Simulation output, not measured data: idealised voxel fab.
The process module presented herein is designated voxel released beams.
Section cut is 280 nm wide and gridded with 5 nm square cells.
Just so we're on the same page, the cross-sections are grids of square cells, and they're listed out in bands top to bottom, each band one or more rows deep.
Quick guide to a band line: top height, bottom height (nm) up front; then every material left to right with its width in nm. Only one material and it's marked "everywhere"? Then it fills the band edge to edge. And "air" just means empty space.
Heights are reckoned from 0. Under this level, the received wafer is all of one material. The bottommost band is open-ended downward, for example "z 0 and below".
When a width is written as two numbers, as in "30..40", the first number is the width in the top row of cells of the band and the second is the width in its bottom row, and the width changes by the same amount from each row to the next.
"no change", as given for a step, is the statement that not any cell of the cross-section underwent a change during that step.
Basically, "Fully sealed voids" tells you about the enclosed voids: empty spaces with no open way to the top, 8 cells or bigger, each written width x height at distance, where distance is from the left edge, all in nm.
Note: text after step settings on the step line = simulator remark on that step.
When a step includes a mask, the "overlay nm" setting on its line states how far to the right of its planned place that mask lay, and negative values state how far to the left.
Read the rest as pairs. Take the cross-section before one process step, then the cross-section after it, which shows only down to the lowest band that changed. Under the pair, find the step between them and its settings. Bear in mind that pairs may come from different runs of this module on the same starting wafer: link a pair to the pair above it only where its entry headed "Status quo ante" says to.
STATUS QUO ANTE
> z 0 and below | Si everywhere
> Fully sealed voids: none
AFTER
> z 10 to 0 | Al2O3 everywhere
> Rest of section, below 0: as before.
> Fully sealed voids: none
Between the two cross-sections you see above, the step is CONFORMAL_DEP [material Al2O3] [thk nm 10]
Status quo ante: per the after cross-section of the pair just above.
AFTER
> z 25 to 10 | SiO2 everywhere
> Rest of section, below 10: as before.
> Fully sealed voids: none
Between the two cross-sections you see above, the step is DIRECTIONAL_DEP [material SiO2] [thk nm 15]
Status quo ante: per the after cross-section of the pair just above.
AFTER
> z 40 to 25 | aC everywhere
> Rest of section, below 25: as before.
> Fully sealed voids: none
Between the two cross-sections you see above, the step is DIRECTIONAL_DEP [material aC] [thk nm 15]
Status quo ante: per the after cross-section of the pair just above.
AFTER
> z 70 to 40 | resist 85  air 40  resist 155
> Rest of section, below 40: as before.
> Fully sealed voids: none
Between the two cross-sections you see above, the step is PATTERN [tone open] [mask id ANCHOR] [material resist] [width nm 40] [thk nm 30] [overlay nm 0]
Status quo ante: per the after cross-section of the pair just above.
AFTER
> z 55 to 40 | resist 85  air 40  resist 155
> z 40 to 25 | aC 85  air 40  aC 155
> Rest of section, below 25: as before.
> Fully sealed voids: none
Between the two cross-sections you see above, the step is DIRECTIONAL_ETCH [etch materials aC] [depth nm 15]
Status quo ante: per the after cross-section of the pair just above.
AFTER
> z 40 to 25 | aC 85  air 40  aC 155
> Rest of section, below 25: as before.
> Fully sealed voids: none
Between the two cross-sections you see above, the step is STRIP [etch materials resist]
Status quo ante: per the after cross-section of the pair just above.
AFTER
> z 40 to 25 | aC 85  air 40  aC 155
> z 25 to 10 | SiO2 85  air 40  SiO2 155
> Rest of section, below 10: as before.
> Fully sealed voids: none
Between the two cross-sections you see above, the step is DIRECTIONAL_ETCH [etch materials SiO2] [depth nm 15]
Status quo ante: per the after cross-section of the pair just above.
AFTER
> z 25 to 10 | SiO2 85  air 40  SiO2 155
> Rest of section, below 10: as before.
> Fully sealed voids: none
Between the two cross-sections you see above, the step is STRIP [etch materials aC]
Status quo ante: per the after cross-section of the pair just above.
AFTER
> z 40 to 25 | SiN 100  air 10  SiN 170
> z 25 to 10 | SiO2 85  SiN 40  SiO2 155
> Rest of section, below 10: as before.
> Fully sealed voids: none
Between the two cross-sections you see above, the step is CONFORMAL_DEP [material SiN] [thk nm 15]
Status quo ante: per the after cross-section of the pair just above.
AFTER
> z 55 to 40 | aC 100  air 10  aC 170
> z 40 to 25 | SiN 100  aC 10  SiN 170
> Rest of section, below 25: as before.
> Fully sealed voids: none
Between the two cross-sections you see above, the step is DIRECTIONAL_DEP [material aC] [thk nm 15]
Status quo ante: per the after cross-section of the pair just above.
AFTER
> z 90 to 55 | air 80  resist 110  air 90
> z 55 to 40 | aC 100  resist 10  aC 170
> Rest of section, below 40: as before.
> Fully sealed voids: none
Between the two cross-sections you see above, the step is PATTERN [tone cover] [mask id BEAM] [material resist] [width nm 110] [thk nm 35] [overlay nm 0]
Status quo ante: per the after cross-section of the pair just above.
AFTER
> z 75 to 55 | air 80  resist 110  air 90
> z 55 to 40 | air 80  aC 20  resist 10  aC 80  air 90
> Rest of section, below 40: as before.
> Fully sealed voids: none
Between the two cross-sections you see above, the step is DIRECTIONAL_ETCH [etch materials aC] [depth nm 15]
Status quo ante: per the after cross-section of the pair just above.
AFTER
> z 55 to 40 | air 80  aC 20  air 10  aC 80  air 90
> Rest of section, below 40: as before.
> Fully sealed voids: none
Between the two cross-sections you see above, the step is STRIP [etch materials resist]
Status quo ante: per the after cross-section of the pair just above.
AFTER
> z 55 to 40 | air 80  aC 20  air 10  aC 80  air 90
> z 40 to 25 | air 80  SiN 20  aC 10  SiN 80  air 90
> Rest of section, below 25: as before.
> Fully sealed voids: none
Between the two cross-sections you see above, the step is DIRECTIONAL_ETCH [etch materials SiN] [depth nm 15]
Status quo ante: per the after cross-section of the pair just above.
AFTER
> z 40 to 25 | air 80  SiN 20  air 10  SiN 80  air 90
> Rest of section, below 25: as before.
> Fully sealed voids: none
Between the two cross-sections you see above, the step is STRIP [etch materials aC]
Status quo ante: per the after cross-section of the pair just above.
AFTER
> z 40 to 25 | air 80  SiN 20  air 10  SiN 80  air 90
> z 25 to 10 | air 85  SiN 40  air 155
> Rest of section, below 10: as before.
> Fully sealed voids: none
Between the two cross-sections you see above, the step is STRIP [etch materials SiO2]
STATUS QUO ANTE
> z 0 and below | Si everywhere
> Fully sealed voids: none
AFTER
> z 15 to 0 | SiO2 everywhere
> Rest of section, below 0: as before.
> Fully sealed voids: none
Between the two cross-sections you see above, the step is DIRECTIONAL_DEP [material SiO2] [thk nm 15]
Status quo ante: per the after cross-section of the pair just above.
AFTER
> z 30 to 15 | aC everywhere
> Rest of section, below 15: as before.
> Fully sealed voids: none
Between the two cross-sections you see above, the step is DIRECTIONAL_DEP [material aC] [thk nm 15]
Status quo ante: per the after cross-section of the pair just above.
AFTER
> z 60 to 30 | resist 85  air 40  resist 155
> Rest of section, below 30: as before.
> Fully sealed voids: none
Between the two cross-sections you see above, the step is PATTERN [tone open] [mask id ANCHOR] [material resist] [width nm 40] [thk nm 30] [overlay nm 0]
Status quo ante: per the after cross-section of the pair just above.
AFTER
> z 45 to 30 | resist 85  air 40  resist 155
> z 30 to 15 | aC 85  air 40  aC 155
> Rest of section, below 15: as before.
> Fully sealed voids: none
Between the two cross-sections you see above, the step is DIRECTIONAL_ETCH [etch materials aC] [depth nm 15]
Status quo ante: per the after cross-section of the pair just above.
AFTER
> z 30 to 15 | aC 85  air 40  aC 155
> Rest of section, below 15: as before.
> Fully sealed voids: none
Between the two cross-sections you see above, the step is STRIP [etch materials resist]
Status quo ante: per the after cross-section of the pair just above.
AFTER
> z 30 to 15 | aC 85  air 40  aC 155
> z 15 to 0 | SiO2 85  air 40  SiO2 155
> Rest of section, below 0: as before.
> Fully sealed voids: none
Between the two cross-sections you see above, the step is DIRECTIONAL_ETCH [etch materials SiO2] [depth nm 15]
Status quo ante: per the after cross-section of the pair just above.
AFTER
> z 15 to 0 | SiO2 85  air 40  SiO2 155
> Rest of section, below 0: as before.
> Fully sealed voids: none
Between the two cross-sections you see above, the step is STRIP [etch materials aC]
Status quo ante: per the after cross-section of the pair just above.
AFTER
> z 30 to 15 | SiN 100  air 10  SiN 170
> z 15 to 0 | SiO2 85  SiN 40  SiO2 155
> Rest of section, below 0: as before.
> Fully sealed voids: none
Between the two cross-sections you see above, the step is CONFORMAL_DEP [material SiN] [thk nm 15]
Status quo ante: per the after cross-section of the pair just above.
AFTER
> z 45 to 30 | aC 100  air 10  aC 170
> z 30 to 15 | SiN 100  aC 10  SiN 170
> Rest of section, below 15: as before.
> Fully sealed voids: none
Between the two cross-sections you see above, the step is DIRECTIONAL_DEP [material aC] [thk nm 15]
Status quo ante: per the after cross-section of the pair just above.
AFTER
> z 80 to 45 | air 80  resist 110  air 90
> z 45 to 30 | aC 100  resist 10  aC 170
> Rest of section, below 30: as before.
> Fully sealed voids: none
Between the two cross-sections you see above, the step is PATTERN [tone cover] [mask id BEAM] [material resist] [width nm 110] [thk nm 35] [overlay nm 0]
Status quo ante: per the after cross-section of the pair just above.
AFTER
> z 65 to 45 | air 80  resist 110  air 90
> z 45 to 30 | air 80  aC 20  resist 10  aC 80  air 90
> Rest of section, below 30: as before.
> Fully sealed voids: none
Between the two cross-sections you see above, the step is DIRECTIONAL_ETCH [etch materials aC] [depth nm 15]
Status quo ante: per the after cross-section of the pair just above.
AFTER
> z 45 to 30 | air 80  aC 20  air 10  aC 80  air 90
> Rest of section, below 30: as before.
> Fully sealed voids: none
Between the two cross-sections you see above, the step is STRIP [etch materials resist]
Status quo ante: per the after cross-section of the pair just above.
AFTER
> z 45 to 30 | air 80  aC 20  air 10  aC 80  air 90
> z 30 to 15 | air 80  SiN 20  aC 10  SiN 80  air 90
> Rest of section, below 15: as before.
> Fully sealed voids: none
Between the two cross-sections you see above, the step is DIRECTIONAL_ETCH [etch materials SiN] [depth nm 15]
Status quo ante: per the after cross-section of the pair just above.
AFTER
> z 30 to 15 | air 80  SiN 20  air 10  SiN 80  air 90
> Rest of section, below 15: as before.
> Fully sealed voids: none
Between the two cross-sections you see above, the step is STRIP [etch materials aC]
Status quo ante: per the after cross-section of the pair just above.
AFTER
> z 30 to 15 | air 80  SiN 20  air 10  SiN 80  air 90
> z 15 to 0 | air 85  SiN 40  air 155
> Rest of section, below 0: as before.
> Fully sealed voids: none
Between the two cross-sections you see above, the step is STRIP [etch materials SiO2]
STATUS QUO ANTE
> z 40 to 25 | SiN 100  air 10  SiN 170
> z 25 to 10 | SiO2 85  SiN 40  SiO2 155
> z 10 to 0 | Al2O3 everywhere
> z 0 and below | Si everywhere
> Fully sealed voids: none
AFTER
> z 55 to 25 | SiN everywhere
> Rest of section, below 25: as before.
> Fully sealed voids: none
Between the two cross-sections you see above, the step is CONFORMAL_DEP [material SiN] [thk nm 15]
Status quo ante: per the after cross-section of the pair just above.
AFTER
> z 70 to 55 | aC everywhere
> Rest of section, below 55: as before.
> Fully sealed voids: none
Between the two cross-sections you see above, the step is DIRECTIONAL_DEP [material aC] [thk nm 15]
Status quo ante: per the after cross-section of the pair just above.
AFTER
> z 105 to 70 | air 80  resist 110  air 90
> Rest of section, below 70: as before.
> Fully sealed voids: none
Between the two cross-sections you see above, the step is PATTERN [tone cover] [mask id BEAM] [material resist] [width nm 110] [thk nm 35] [overlay nm 0]
Status quo ante: per the after cross-section of the pair just above.
AFTER
> z 90 to 70 | air 80  resist 110  air 90
> z 70 to 55 | air 80  aC 110  air 90
> Rest of section, below 55: as before.
> Fully sealed voids: none
Between the two cross-sections you see above, the step is DIRECTIONAL_ETCH [etch materials aC] [depth nm 15]
Status quo ante: per the after cross-section of the pair just above.
AFTER
> z 70 to 55 | air 80  aC 110  air 90
> Rest of section, below 55: as before.
> Fully sealed voids: none
Between the two cross-sections you see above, the step is STRIP [etch materials resist]
Status quo ante: per the after cross-section of the pair just above.
AFTER
> z 70 to 55 | air 80  aC 110  air 90
> z 55 to 40 | air 80  SiN 110  air 90
> Rest of section, below 40: as before.
> Fully sealed voids: none
Between the two cross-sections you see above, the step is DIRECTIONAL_ETCH [etch materials SiN] [depth nm 15]
Status quo ante: per the after cross-section of the pair just above.
AFTER
> z 55 to 40 | air 80  SiN 110  air 90
> Rest of section, below 40: as before.
> Fully sealed voids: none
Between the two cross-sections you see above, the step is STRIP [etch materials aC]
STATUS QUO ANTE
> z 15 to 0 | SiO2 everywhere
> z 0 and below | Si everywhere
> Fully sealed voids: none
AFTER
> z 25 to 15 | Al2O3 everywhere
> Rest of section, below 15: as before.
> Fully sealed voids: none
Between the two cross-sections you see above, the step is CONFORMAL_DEP [material Al2O3] [thk nm 10]
Status quo ante: per the after cross-section of the pair just above.
AFTER
> z 40 to 25 | aC everywhere
> Rest of section, below 25: as before.
> Fully sealed voids: none
Between the two cross-sections you see above, the step is DIRECTIONAL_DEP [material aC] [thk nm 15]
Status quo ante: per the after cross-section of the pair just above.
AFTER
> z 70 to 40 | resist 85  air 40  resist 155
> Rest of section, below 40: as before.
> Fully sealed voids: none
Between the two cross-sections you see above, the step is PATTERN [tone open] [mask id ANCHOR] [material resist] [width nm 40] [thk nm 30] [overlay nm 0]
Status quo ante: per the after cross-section of the pair just above.
AFTER
> z 55 to 40 | resist 85  air 40  resist 155
> z 40 to 25 | aC 85  air 40  aC 155
> Rest of section, below 25: as before.
> Fully sealed voids: none
Between the two cross-sections you see above, the step is DIRECTIONAL_ETCH [etch materials aC] [depth nm 15]
Status quo ante: per the after cross-section of the pair just above.
AFTER
> z 40 to 25 | aC 85  air 40  aC 155
> Rest of section, below 25: as before.
> Fully sealed voids: none
Between the two cross-sections you see above, the step is STRIP [etch materials resist]
Status quo ante: per the after cross-section of the pair just above.
AFTER
> z 25 to 15 | Al2O3 everywhere
> Rest of section, below 15: as before.
> Fully sealed voids: none
Between the two cross-sections you see above, the step is STRIP [etch materials aC]
Status quo ante: per the after cross-section of the pair just above.
AFTER
> z 40 to 25 | SiN everywhere
> Rest of section, below 25: as before.
> Fully sealed voids: none
Between the two cross-sections you see above, the step is CONFORMAL_DEP [material SiN] [thk nm 15]
Status quo ante: per the after cross-section of the pair just above.
AFTER
> z 55 to 40 | aC everywhere
> Rest of section, below 40: as before.
> Fully sealed voids: none
Between the two cross-sections you see above, the step is DIRECTIONAL_DEP [material aC] [thk nm 15]
Status quo ante: per the after cross-section of the pair just above.
AFTER
> z 90 to 55 | air 80  resist 110  air 90
> Rest of section, below 55: as before.
> Fully sealed voids: none
Between the two cross-sections you see above, the step is PATTERN [tone cover] [mask id BEAM] [material resist] [width nm 110] [thk nm 35] [overlay nm 0]
Status quo ante: per the after cross-section of the pair just above.
AFTER
> z 75 to 55 | air 80  resist 110  air 90
> z 55 to 40 | air 80  aC 110  air 90
> Rest of section, below 40: as before.
> Fully sealed voids: none
Between the two cross-sections you see above, the step is DIRECTIONAL_ETCH [etch materials aC] [depth nm 15]
Status quo ante: per the after cross-section of the pair just above.
AFTER
> z 55 to 40 | air 80  aC 110  air 90
> Rest of section, below 40: as before.
> Fully sealed voids: none
Between the two cross-sections you see above, the step is STRIP [etch materials resist]
Status quo ante: per the after cross-section of the pair just above.
AFTER
> z 55 to 40 | air 80  aC 110  air 90
> z 40 to 25 | air 80  SiN 110  air 90
> Rest of section, below 25: as before.
> Fully sealed voids: none
Between the two cross-sections you see above, the step is DIRECTIONAL_ETCH [etch materials SiN] [depth nm 15]
Status quo ante: per the after cross-section of the pair just above.
AFTER
> z 40 to 25 | air 80  SiN 110  air 90
> Rest of section, below 25: as before.
> Fully sealed voids: none
Between the two cross-sections you see above, the step is STRIP [etch materials aC]
STATUS QUO ANTE
> z 25 to 10 | SiO2 85  air 40  SiO2 155
> z 10 to 0 | Al2O3 everywhere
> z 0 and below | Si everywhere
> Fully sealed voids: none
AFTER
> z 30 to 25 | SiN 90  air 30  SiN 160
> z 25 to 15 | SiO2 85  SiN 5  air 30  SiN 5  SiO2 155
> z 15 to 10 | SiO2 85  SiN 40  SiO2 155
> Rest of section, below 10: as before.
> Fully sealed voids: none
Between the two cross-sections you see above, the step is CONFORMAL_DEP [material SiN] [thk nm 5]
Status quo ante: per the after cross-section of the pair just above.
AFTER
> z 45 to 30 | aC 90  air 30  aC 160
> z 30 to 25 | SiN 90  aC 30  SiN 160
> z 25 to 15 | SiO2 85  SiN 5  aC 30  SiN 5  SiO2 155
> Rest of section, below 15: as before.
> Fully sealed voids: none
Between the two cross-sections you see above, the step is DIRECTIONAL_DEP [material aC] [thk nm 15]
Status quo ante: per the after cross-section of the pair just above.
AFTER
> z 80 to 45 | air 80  resist 110  air 90
> z 45 to 30 | aC 90  resist 30  aC 160
> Rest of section, below 30: as before.
> Fully sealed voids: none
Between the two cross-sections you see above, the step is PATTERN [tone cover] [mask id BEAM] [material resist] [width nm 110] [thk nm 35] [overlay nm 0]
Status quo ante: per the after cross-section of the pair just above.
AFTER
> z 65 to 45 | air 80  resist 110  air 90
> z 45 to 30 | air 80  aC 10  resist 30  aC 70  air 90
> Rest of section, below 30: as before.
> Fully sealed voids: none
Between the two cross-sections you see above, the step is DIRECTIONAL_ETCH [etch materials aC] [depth nm 15]
Status quo ante: per the after cross-section of the pair just above.
AFTER
> z 45 to 30 | air 80  aC 10  air 30  aC 70  air 90
> Rest of section, below 30: as before.
> Fully sealed voids: none
Between the two cross-sections you see above, the step is STRIP [etch materials resist]
Status quo ante: per the after cross-section of the pair just above.
AFTER
> z 45 to 30 | air 80  aC 10  air 30  aC 70  air 90
> z 30 to 25 | air 80  SiN 10  aC 30  SiN 70  air 90
> Rest of section, below 25: as before.
> Fully sealed voids: none
Between the two cross-sections you see above, the step is DIRECTIONAL_ETCH [etch materials SiN] [depth nm 15]
Status quo ante: per the after cross-section of the pair just above.
AFTER
> z 30 to 25 | air 80  SiN 10  air 30  SiN 70  air 90
> z 25 to 15 | SiO2 85  SiN 5  air 30  SiN 5  SiO2 155
> Rest of section, below 15: as before.
> Fully sealed voids: none
Between the two cross-sections you see above, the step is STRIP [etch materials aC]
Status quo ante: per the after cross-section of the pair just above.
AFTER
> z 30 to 25 | air 80  SiN 10  air 30  SiN 70  air 90
> z 25 to 15 | air 85  SiN 5  air 30  SiN 5  air 155
> z 15 to 10 | air 85  SiN 40  air 155
> Rest of section, below 10: as before.
> Fully sealed voids: none
Between the two cross-sections you see above, the step is STRIP [etch materials SiO2]
STATUS QUO ANTE
> z 55 to 40 | aC 100  air 10  aC 170
> z 40 to 25 | SiN 100  aC 10  SiN 170
> z 25 to 10 | SiO2 85  SiN 40  SiO2 155
> z 10 to 0 | Al2O3 everywhere
> z 0 and below | Si everywhere
> Fully sealed voids: none
AFTER
> z 90 to 55 | air 85  resist 105  air 90
> z 55 to 40 | aC 100  resist 10  aC 170
> Rest of section, below 40: as before.
> Fully sealed voids: none
Between the two cross-sections you see above, the step is PATTERN [tone cover] [mask id BEAM] [material resist] [width nm 105] [thk nm 35] [overlay nm 0]
Status quo ante: per the after cross-section of the pair just above.
AFTER
> z 75 to 55 | air 85  resist 105  air 90
> z 55 to 40 | air 85  aC 15  resist 10  aC 80  air 90
> Rest of section, below 40: as before.
> Fully sealed voids: none
Between the two cross-sections you see above, the step is DIRECTIONAL_ETCH [etch materials aC] [depth nm 15]
Status quo ante: per the after cross-section of the pair just above.
AFTER
> z 55 to 40 | air 85  aC 15  air 10  aC 80  air 90
> Rest of section, below 40: as before.
> Fully sealed voids: none
Between the two cross-sections you see above, the step is STRIP [etch materials resist]
Status quo ante: per the after cross-section of the pair just above.
AFTER
> z 55 to 40 | air 85  aC 15  air 10  aC 80  air 90
> z 40 to 25 | air 85  SiN 15  aC 10  SiN 80  air 90
> Rest of section, below 25: as before.
> Fully sealed voids: none
Between the two cross-sections you see above, the step is DIRECTIONAL_ETCH [etch materials SiN] [depth nm 15]
Status quo ante: per the after cross-section of the pair just above.
AFTER
> z 40 to 25 | air 85  SiN 15  air 10  SiN 80  air 90
> Rest of section, below 25: as before.
> Fully sealed voids: none
Between the two cross-sections you see above, the step is STRIP [etch materials aC]
Status quo ante: per the after cross-section of the pair just above.
AFTER
> z 40 to 25 | air 85  SiN 15  air 10  SiN 80  air 90
> z 25 to 10 | air 85  SiN 40  air 155
> Rest of section, below 10: as before.
> Fully sealed voids: none
Between the two cross-sections you see above, the step is STRIP [etch materials SiO2]
STATUS QUO ANTE
> z 55 to 40 | aC 100  air 10  aC 170
> z 40 to 25 | SiN 100  aC 10  SiN 170
> z 25 to 10 | SiO2 85  SiN 40  SiO2 155
> z 10 to 0 | Al2O3 everywhere
> z 0 and below | Si everywhere
> Fully sealed voids: none
AFTER
> z 90 to 55 | air 90  resist 110  air 80
> z 55 to 40 | aC 100  resist 10  aC 170
> Rest of section, below 40: as before.
> Fully sealed voids: none
Between the two cross-sections you see above, the step is PATTERN [tone cover] [mask id BEAM] [material resist] [width nm 110] [thk nm 35] [overlay nm 10]
Status quo ante: per the after cross-section of the pair just above.
AFTER
> z 75 to 55 | air 90  resist 110  air 80
> z 55 to 40 | air 90  aC 10  resist 10  aC 90  air 80
> Rest of section, below 40: as before.
> Fully sealed voids: none
Between the two cross-sections you see above, the step is DIRECTIONAL_ETCH [etch materials aC] [depth nm 15]
Status quo ante: per the after cross-section of the pair just above.
AFTER
> z 55 to 40 | air 90  aC 10  air 10  aC 90  air 80
> Rest of section, below 40: as before.
> Fully sealed voids: none
Between the two cross-sections you see above, the step is STRIP [etch materials resist]
Status quo ante: per the after cross-section of the pair just above.
AFTER
> z 55 to 40 | air 90  aC 10  air 10  aC 90  air 80
> z 40 to 25 | air 90  SiN 10  aC 10  SiN 90  air 80
> Rest of section, below 25: as before.
> Fully sealed voids: none
Between the two cross-sections you see above, the step is DIRECTIONAL_ETCH [etch materials SiN] [depth nm 15]
Status quo ante: per the after cross-section of the pair just above.
AFTER
> z 40 to 25 | air 90  SiN 10  air 10  SiN 90  air 80
> Rest of section, below 25: as before.
> Fully sealed voids: none
Between the two cross-sections you see above, the step is STRIP [etch materials aC]
Status quo ante: per the after cross-section of the pair just above.
AFTER
> z 40 to 25 | air 90  SiN 10  air 10  SiN 90  air 80
> z 25 to 10 | air 85  SiN 40  air 155
> Rest of section, below 10: as before.
> Fully sealed voids: none
Between the two cross-sections you see above, the step is STRIP [etch materials SiO2]
STATUS QUO ANTE
> z 10 to 0 | Al2O3 everywhere
> z 0 and below | Si everywhere
> Fully sealed voids: none
AFTER
> z 25 to 10 | SiN everywhere
> Rest of section, below 10: as before.
> Fully sealed voids: none
Between the two cross-sections you see above, the step is DIRECTIONAL_DEP [material SiN] [thk nm 15]
Status quo ante: per the after cross-section of the pair just above.
AFTER
> z 40 to 25 | aC everywhere
> Rest of section, below 25: as before.
> Fully sealed voids: none
Between the two cross-sections you see above, the step is DIRECTIONAL_DEP [material aC] [thk nm 15]
Status quo ante: per the after cross-section of the pair just above.
AFTER
> z 70 to 40 | resist 85  air 40  resist 155
> Rest of section, below 40: as before.
> Fully sealed voids: none
Between the two cross-sections you see above, the step is PATTERN [tone open] [mask id ANCHOR] [material resist] [width nm 40] [thk nm 30] [overlay nm 0]
Status quo ante: per the after cross-section of the pair just above.
AFTER
> z 55 to 40 | resist 85  air 40  resist 155
> z 40 to 25 | aC 85  air 40  aC 155
> Rest of section, below 25: as before.
> Fully sealed voids: none
Between the two cross-sections you see above, the step is DIRECTIONAL_ETCH [etch materials aC] [depth nm 15]
Status quo ante: per the after cross-section of the pair just above.
AFTER
> z 40 to 25 | aC 85  air 40  aC 155
> Rest of section, below 25: as before.
> Fully sealed voids: none
Between the two cross-sections you see above, the step is STRIP [etch materials resist]
Status quo ante: per the after cross-section of the pair just above.
AFTER
> z 25 to 10 | SiN everywhere
> Rest of section, below 10: as before.
> Fully sealed voids: none
Between the two cross-sections you see above, the step is STRIP [etch materials aC]
Status quo ante: per the after cross-section of the pair just above.
AFTER
> z 40 to 10 | SiN everywhere
> Rest of section, below 10: as before.
> Fully sealed voids: none
Between the two cross-sections you see above, the step is CONFORMAL_DEP [material SiN] [thk nm 15]
Status quo ante: per the after cross-section of the pair just above.
AFTER
> z 55 to 40 | aC everywhere
> Rest of section, below 40: as before.
> Fully sealed voids: none
Between the two cross-sections you see above, the step is DIRECTIONAL_DEP [material aC] [thk nm 15]
Status quo ante: per the after cross-section of the pair just above.
AFTER
> z 90 to 55 | air 80  resist 110  air 90
> Rest of section, below 55: as before.
> Fully sealed voids: none
Between the two cross-sections you see above, the step is PATTERN [tone cover] [mask id BEAM] [material resist] [width nm 110] [thk nm 35] [overlay nm 0]
Status quo ante: per the after cross-section of the pair just above.
AFTER
> z 75 to 55 | air 80  resist 110  air 90
> z 55 to 40 | air 80  aC 110  air 90
> Rest of section, below 40: as before.
> Fully sealed voids: none
Between the two cross-sections you see above, the step is DIRECTIONAL_ETCH [etch materials aC] [depth nm 15]
Status quo ante: per the after cross-section of the pair just above.
AFTER
> z 55 to 40 | air 80  aC 110  air 90
> Rest of section, below 40: as before.
> Fully sealed voids: none
Between the two cross-sections you see above, the step is STRIP [etch materials resist]
Status quo ante: per the after cross-section of the pair just above.
AFTER
> z 55 to 40 | air 80  aC 110  air 90
> z 40 to 25 | air 80  SiN 110  air 90
> Rest of section, below 25: as before.
> Fully sealed voids: none
Between the two cross-sections you see above, the step is DIRECTIONAL_ETCH [etch materials SiN] [depth nm 15]
Status quo ante: per the after cross-section of the pair just above.
AFTER
> z 40 to 25 | air 80  SiN 110  air 90
> Rest of section, below 25: as before.
> Fully sealed voids: none
Between the two cross-sections you see above, the step is STRIP [etch materials aC]
STATUS QUO ANTE
> z 40 to 25 | aC everywhere
> z 25 to 10 | SiO2 everywhere
> z 10 to 0 | Al2O3 everywhere
> z 0 and below | Si everywhere
> Fully sealed voids: none
AFTER
> z 70 to 40 | air 85  resist 40  air 155
> Rest of section, below 40: as before.
> Fully sealed voids: none
Between the two cross-sections you see above, the step is PATTERN [tone cover] [mask id ANCHOR] [material resist] [width nm 40] [thk nm 30] [overlay nm 0]
Status quo ante: per the after cross-section of the pair just above.
AFTER
> z 55 to 40 | air 85  resist 40  air 155
> z 40 to 25 | air 85  aC 40  air 155
> Rest of section, below 25: as before.
> Fully sealed voids: none
Between the two cross-sections you see above, the step is DIRECTIONAL_ETCH [etch materials aC] [depth nm 15]
Status quo ante: per the after cross-section of the pair just above.
AFTER
> z 40 to 25 | air 85  aC 40  air 155
> Rest of section, below 25: as before.
> Fully sealed voids: none
Between the two cross-sections you see above, the step is STRIP [etch materials resist]
Status quo ante: per the after cross-section of the pair just above.
AFTER
> z 40 to 25 | air 85  aC 40  air 155
> z 25 to 10 | air 85  SiO2 40  air 155
> Rest of section, below 10: as before.
> Fully sealed voids: none
Between the two cross-sections you see above, the step is DIRECTIONAL_ETCH [etch materials SiO2] [depth nm 15]
Status quo ante: per the after cross-section of the pair just above.
AFTER
> z 25 to 10 | air 85  SiO2 40  air 155
> Rest of section, below 10: as before.
> Fully sealed voids: none
Between the two cross-sections you see above, the step is STRIP [etch materials aC]
Status quo ante: per the after cross-section of the pair just above.
AFTER
> z 40 to 25 | air 70  SiN 70  air 140
> z 25 to 10 | SiN 85  SiO2 40  SiN 155
> Rest of section, below 10: as before.
> Fully sealed voids: none
Between the two cross-sections you see above, the step is CONFORMAL_DEP [material SiN] [thk nm 15]
Status quo ante: per the after cross-section of the pair just above.
AFTER
> z 55 to 40 | air 70  aC 70  air 140
> z 40 to 25 | aC 70  SiN 70  aC 140
> Rest of section, below 25: as before.
> Fully sealed voids: none
Between the two cross-sections you see above, the step is DIRECTIONAL_DEP [material aC] [thk nm 15]
Status quo ante: per the after cross-section of the pair just above.
AFTER
> z 90 to 55 | air 80  resist 110  air 90
> z 55 to 40 | air 70  aC 70  resist 50  air 90
> Rest of section, below 40: as before.
> Fully sealed voids: none
Between the two cross-sections you see above, the step is PATTERN [tone cover] [mask id BEAM] [material resist] [width nm 110] [thk nm 35] [overlay nm 0]
Status quo ante: per the after cross-section of the pair just above.
AFTER
> z 75 to 55 | air 80  resist 110  air 90
> z 55 to 40 | air 80  aC 60  resist 50  air 90
> z 40 to 25 | air 70  SiN 70  aC 50  air 90
> Rest of section, below 25: as before.
> Fully sealed voids: none
Between the two cross-sections you see above, the step is DIRECTIONAL_ETCH [etch materials aC] [depth nm 15]
Status quo ante: per the after cross-section of the pair just above.
AFTER
> z 55 to 40 | air 80  aC 60  air 140
> Rest of section, below 40: as before.
> Fully sealed voids: none
Between the two cross-sections you see above, the step is STRIP [etch materials resist]
Status quo ante: per the after cross-section of the pair just above.
AFTER
> z 55 to 40 | air 80  aC 60  air 140
> z 40 to 25 | air 80  SiN 60  aC 50  air 90
> z 25 to 10 | air 70  SiN 15  SiO2 40  SiN 65  air 90
> Rest of section, below 10: as before.
> Fully sealed voids: none
Between the two cross-sections you see above, the step is DIRECTIONAL_ETCH [etch materials SiN] [depth nm 15]
Status quo ante: per the after cross-section of the pair just above.
AFTER
> z 40 to 25 | air 80  SiN 60  air 140
> Rest of section, below 25: as before.
> Fully sealed voids: none
Between the two cross-sections you see above, the step is STRIP [etch materials aC]
